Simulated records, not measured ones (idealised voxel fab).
process module | voxel transistor to metal
cross-section cut | 215 nm wide | cells 5 nm
A cross-section is a grid of square cells, given in bands from the top down. A band is one or more rows of cells.
Each band's line starts with the height of the band's top and of its bottom, in nm. Then come its materials from left to right, each with its width in nm. One material with "throughout" fills the band from edge to edge. "air" is empty space.
Height 0 is the level under which the wafer as received is all one material. The lowest band goes on downwards, as in "0 down".
A width such as "30 to 40" changes by the same amount from each row of cells to the next, from the band's top row to its bottom row.
"no change" after a step means that no cell of the cross-section changed.
closed voids: empty space of 8 cells or more with no open way to the top, each as width x height at its distance from the left edge, in nm
after a step's settings: what the simulator itself notes on the step
overlay nm, on a step with a mask: how far to the right of its planned place the mask lay; to the left if negative
plan
1 op RECEIVE | material Si
2 op CONFORMAL_DEP | material SiO2 | thk nm 5
3 op CONFORMAL_DEP | material SiN | thk nm 15
4 op PATTERN | tone cover | mask id ACTIVE | material resist | width nm 95 | thk nm 20 | overlay nm 0
5 op DIRECTIONAL_ETCH | etch materials SiN | depth nm 15
6 op DIRECTIONAL_ETCH | etch materials SiO2 | depth nm 5
7 op DIRECTIONAL_ETCH | etch materials Si | depth nm 30
8 op STRIP | etch materials resist
9 op FILL_DEP | material SiO2 | thk nm 10
10 op CMP | height nm 20
11 op SELECTIVE_ETCH | etch materials SiO2 | depth nm 10
12 op STRIP | etch materials SiN
13 op SELECTIVE_ETCH | etch materials SiO2 | depth nm 5
14 op OXIDIZE | depth nm 5
15 op DIRECTIONAL_DEP | material polySi | thk nm 20
16 op DIRECTIONAL_DEP | material SiCN | thk nm 10
17 op DIRECTIONAL_DEP | material aC | thk nm 15
18 op PATTERN | tone cover | mask id GATE | material resist | width nm 25 | thk nm 35 | overlay nm 0
19 op DIRECTIONAL_ETCH | etch materials aC | depth nm 15
20 op STRIP | etch materials resist
21 op DIRECTIONAL_ETCH | etch materials SiCN | depth nm 20
22 op DIRECTIONAL_ETCH | etch materials polySi | depth nm 30
23 op STRIP | etch materials aC
24 op CONFORMAL_DEP | material SiN | thk nm 5
25 op DIRECTIONAL_ETCH | etch materials SiN | depth nm 5
26 op DIRECTIONAL_ETCH | etch materials SiO2 | depth nm 5
27 op EPI | material nSi | thk nm 5
28 op FILL_DEP | material SiO2 | thk nm 10
29 op CMP | height nm 30
30 op DIRECTIONAL_DEP | material SiO2 | thk nm 10
31 op MASKED_ETCH | tone open | mask id CONTACT | width nm 15 | pitch nm 70 | etch materials SiO2 | depth nm 40 | overlay nm 0
32 op CONFORMAL_DEP | material TiN | thk nm 5
33 op FILL_DEP | material Ru | thk nm 5
34 op CMP | height nm 40
35 op DIRECTIONAL_DEP | material TiN | thk nm 5
36 op DIRECTIONAL_DEP | material W | thk nm 20
37 op MASKED_ETCH | tone cover | mask id METAL_1 | width nm 15 | pitch nm 70 | etch materials W | depth nm 20 | overlay nm 0
38 op MASKED_ETCH | tone cover | mask id METAL_1 | width nm 15 | pitch nm 70 | etch materials TiN | depth nm 5 | overlay nm 0
39 op FILL_DEP | material SiO2 | thk nm 5
40 op CMP | height nm 65
41 op CONFORMAL_DEP | material SiN | thk nm 5
as received, after step 1
  0 down: Si throughout
  closed voids: none
a wafer at the end: this start, this plan, one mistake
  60 to 55: SiN throughout
  55 to 45: SiO2 65 | W 15 | SiO2 55 | W 15 | SiO2 65
  45 to 40: SiO2 65 | TiN 15 | SiO2 55 | TiN 15 | SiO2 65
  40 to 30: SiO2 65 | TiN 5 | Ru 5 | TiN 5 | SiO2 55 | TiN 5 | Ru 5 | TiN 5 | SiO2 65
  30 to 20: SiO2 65 | TiN 5 | Ru 5 | TiN 5 | SiO2 10 | SiN 5 | SiCN 25 | SiN 5 | SiO2 10 | TiN 5 | Ru 5 | TiN 5 | SiO2 65
  20 to 5: SiO2 65 | TiN 5 | Ru 5 | TiN 5 | SiO2 10 | SiN 5 | polySi 25 | SiN 5 | SiO2 10 | TiN 5 | Ru 5 | TiN 5 | SiO2 65
  5 to 0: SiO2 55 | SiN 5 | SiO2 5 | TiN 15 | SiO2 10 | SiN 5 | polySi 25 | SiN 5 | SiO2 10 | TiN 15 | SiO2 5 | SiN 5 | SiO2 55
  0 to -5: SiO2 60 | nSi 30 | SiO2 35 | nSi 30 | SiO2 60
  -5 to -30: SiO2 60 | Si 95 | SiO2 60
  -30 down: Si throughout
  closed voids: none
what went wrong: step 40 ran as: op CMP | height nm 55
